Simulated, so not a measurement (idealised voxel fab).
Module name: voxel wiring stack (process module)
Cross-section cut spans 240 nm and uses square cells 5 nm in size.
Cross-section format: a grid of square cells, given as bands from top to bottom; each band is one or more rows of cells. Band: top and bottom heights (nm) first, top before bottom; then materials from left to right, widths in nm. "all across" marks a sole material filling the band edge to edge. "air" denotes empty space. Beneath 0, the wafer as received is one material, and that level is where height counting begins. The lowest band goes on downward without a bottom; it is written like "0..down". When a width is written as two numbers, as in "30->40", the first number is the width in the top row of cells of the band and the second is the width in its bottom row, and the width changes by the same amount from each row to the next. "nothing got changed" (step): cross-section cells unchanged, all of them. The label "Fully sealed voids" introduces a list of the empty spaces, 8 cells or larger, that have no open way up to the top; each entry in it reads width x height at distance, where the distance is taken from the left edge and all three are stated in nm. Note: text after step settings on the step line = simulator remark on that step. On any step carrying a mask, the "overlay nm" setting, if present on the step's line, tells how far right of its planned place the mask lay; negative values point to the left.

Process steps - plan:
step 1: RECEIVE (material Si)
step 2: CONFORMAL_DEP (material SiO2; thk nm 15)
step 3: DIRECTIONAL_DEP (material TiN; thk nm 5)
step 4: DIRECTIONAL_DEP (material Ru; thk nm 20)
step 5: MASKED_ETCH (tone cover; mask id METAL_1; width nm 25; pitch nm 50; etch materials Ru; depth nm 20; overlay nm 0)
step 6: MASKED_ETCH (tone cover; mask id METAL_1; width nm 25; pitch nm 50; etch materials TiN; depth nm 5; overlay nm 0)
step 7: CONFORMAL_DEP (material SiCN; thk nm 5)
step 8: FILL_DEP (material lowk; thk nm 5)
step 9: CMP (height nm 40)
step 10: CONFORMAL_DEP (material SiCN; thk nm 5)
step 11: DIRECTIONAL_DEP (material SiO2; thk nm 20)
step 12: DIRECTIONAL_DEP (material aC; thk nm 15)
step 13: PATTERN (tone open; mask id PLUG_1; material resist; width nm 15; pitch nm 100; thk nm 30; overlay nm 0)
step 14: DIRECTIONAL_ETCH (etch materials aC; depth nm 15)
step 15: STRIP (etch materials resist)
step 16: DIRECTIONAL_ETCH (etch materials SiO2; depth nm 20)
step 17: DIRECTIONAL_ETCH (etch materials SiCN; depth nm 5)
step 18: STRIP (etch materials aC)
step 19: CONFORMAL_DEP (material TiN; thk nm 5)
step 20: FILL_DEP (material Cu; thk nm 5)
step 21: CMP (height nm 65)
step 22: DIRECTIONAL_DEP (material TiN; thk nm 5)
step 23: DIRECTIONAL_DEP (material Ru; thk nm 20)
step 24: MASKED_ETCH (tone cover; mask id METAL_2; width nm 25; pitch nm 50; etch materials Ru; depth nm 20; overlay nm 0)
step 25: MASKED_ETCH (tone cover; mask id METAL_2; width nm 25; pitch nm 50; etch materials TiN; depth nm 5; overlay nm 0)
step 26: CONFORMAL_DEP (material SiCN; thk nm 5)
step 27: FILL_DEP (material lowk; thk nm 10)
step 28: CMP (height nm 90)
step 29: CONFORMAL_DEP (material SiCN; thk nm 5)
step 30: DIRECTIONAL_DEP (material lowk; thk nm 30)
step 31: DIRECTIONAL_DEP (material aC; thk nm 15)
step 32: PATTERN (tone open; mask id METAL_3; material resist; width nm 25; pitch nm 50; thk nm 35; overlay nm 0)
step 33: DIRECTIONAL_ETCH (etch materials aC; depth nm 5)
step 34: STRIP (etch materials resist)
step 35: DIRECTIONAL_ETCH (etch materials lowk; depth nm 20)
step 36: STRIP (etch materials aC)
step 37: MASKED_ETCH (tone open; mask id METAL_3_HOLES; width nm 15; pitch nm 100; etch materials lowk; depth nm 10; overlay nm 0)
step 38: MASKED_ETCH (tone open; mask id METAL_3_HOLES; width nm 15; pitch nm 100; etch materials SiCN; depth nm 5; overlay nm 0)
step 39: CONFORMAL_DEP (material TiN; thk nm 5)
step 40: FILL_DEP (material Cu; thk nm 5)
step 41: CMP (height nm 125)
step 42: CONFORMAL_DEP (material SiCN; thk nm 5)
It is noted that the wafers described herein are identical at the outset and are distinguished by the depth nm of step 33; the value stated in the plan corresponds to the first wafer.

The first of several wafers as received, shown in cross-section; this is its state after step 1:
- 0..down | Si all across
- Fully sealed voids: none

End of the module, past its last step, step 42: how the first of several wafers looks in cross-section:
- 130..125 | SiCN all across
- 125..120 | lowk=55, then TiN=5, then Cu=5, then TiN=5, then lowk=85, then TiN=5, then Cu=5, then TiN=5, then lowk=70
- 120..115 | lowk=55, then TiN=15, then lowk=85, then TiN=15, then lowk=70
- 115..95 | lowk all across
- 95..90 | SiCN all across
- 90..70 | lowk=50, then SiCN=5, then Ru=25, then SiCN=5, then lowk=15, then SiCN=5, then Ru=25, then SiCN=5, then lowk=15, then SiCN=5, then Ru=25, then SiCN=5, then lowk=55
- 70..65 | SiCN=55, then TiN=25, then SiCN=25, then TiN=25, then SiCN=25, then TiN=25, then SiCN=60
- 65..45 | SiO2=55, then TiN=5, then Cu=5, then TiN=5, then SiO2=85, then TiN=5, then Cu=5, then TiN=5, then SiO2=70
- 45..40 | SiCN=55, then TiN=15, then SiCN=85, then TiN=15, then SiCN=70
- 40..20 | lowk=50, then SiCN=5, then Ru=25, then SiCN=5, then lowk=15, then SiCN=5, then Ru=25, then SiCN=5, then lowk=15, then SiCN=5, then Ru=25, then SiCN=5, then lowk=55
- 20..15 | SiCN=55, then TiN=25, then SiCN=25, then TiN=25, then SiCN=25, then TiN=25, then SiCN=60
- 15..0 | SiO2 all across
- 0..down | Si all across
- Fully sealed voids: none

Showing the last wafer in cross-section at the end of the module:
- 130..125 | SiCN all across
- 125..110 | lowk=55, then TiN=5, then Cu=15, then TiN=5, then lowk=25, then TiN=5, then Cu=15, then TiN=5, then lowk=25, then TiN=5, then Cu=15, then TiN=5, then lowk=60
- 110..105 | lowk=55, then TiN=5, then Cu=5, then TiN=15, then lowk=25, then TiN=25, then lowk=25, then TiN=5, then Cu=5, then TiN=15, then lowk=60
- 105..95 | lowk=55, then TiN=5, then Cu=5, then TiN=5, then lowk=85, then TiN=5, then Cu=5, then TiN=5, then lowk=70
- 95..90 | SiCN=55, then TiN=15, then SiCN=85, then TiN=15, then SiCN=70
- 90..70 | lowk=50, then SiCN=5, then Ru=25, then SiCN=5, then lowk=15, then SiCN=5, then Ru=25, then SiCN=5, then lowk=15, then SiCN=5, then Ru=25, then SiCN=5, then lowk=55
- 70..65 | SiCN=55, then TiN=25, then SiCN=25, then TiN=25, then SiCN=25, then TiN=25, then SiCN=60
- 65..45 | SiO2=55, then TiN=5, then Cu=5, then TiN=5, then SiO2=85, then TiN=5, then Cu=5, then TiN=5, then SiO2=70
- 45..40 | SiCN=55, then TiN=15, then SiCN=85, then TiN=15, then SiCN=70
- 40..20 | lowk=50, then SiCN=5, then Ru=25, then SiCN=5, then lowk=15, then SiCN=5, then Ru=25, then SiCN=5, then lowk=15, then SiCN=5, then Ru=25, then SiCN=5, then lowk=55
- 20..15 | SiCN=55, then TiN=25, then SiCN=25, then TiN=25, then SiCN=25, then TiN=25, then SiCN=60
- 15..0 | SiO2 all across
- 0..down | Si all across
- Fully sealed voids: none

Take any row and you have a wafer at the end of the module: how many cells of each material it has gained (+) or lost (-) since it was received, and then its closed voids:
depth nm 5 | +10 Cu | +120 Ru | +252 SiCN | +312 SiO2 | +62 TiN | +492 lowk | Fully sealed voids: none
depth nm 10 | +10 Cu | +120 Ru | +252 SiCN | +312 SiO2 | +62 TiN | +492 lowk | Fully sealed voids: none
depth nm 15 | +41 Cu | +120 Ru | +246 SiCN | +312 SiO2 | +97 TiN | +432 lowk | Fully sealed voids: none
depth nm 20 | +41 Cu | +120 Ru | +246 SiCN | +312 SiO2 | +97 TiN | +432 lowk | Fully sealed voids: none
depth nm 25 | +41 Cu | +120 Ru | +246 SiCN | +312 SiO2 | +97 TiN | +432 lowk | Fully sealed voids: none
depth nm 30 | +41 Cu | +120 Ru | +246 SiCN | +312 SiO2 | +97 TiN | +432 lowk | Fully sealed voids: none
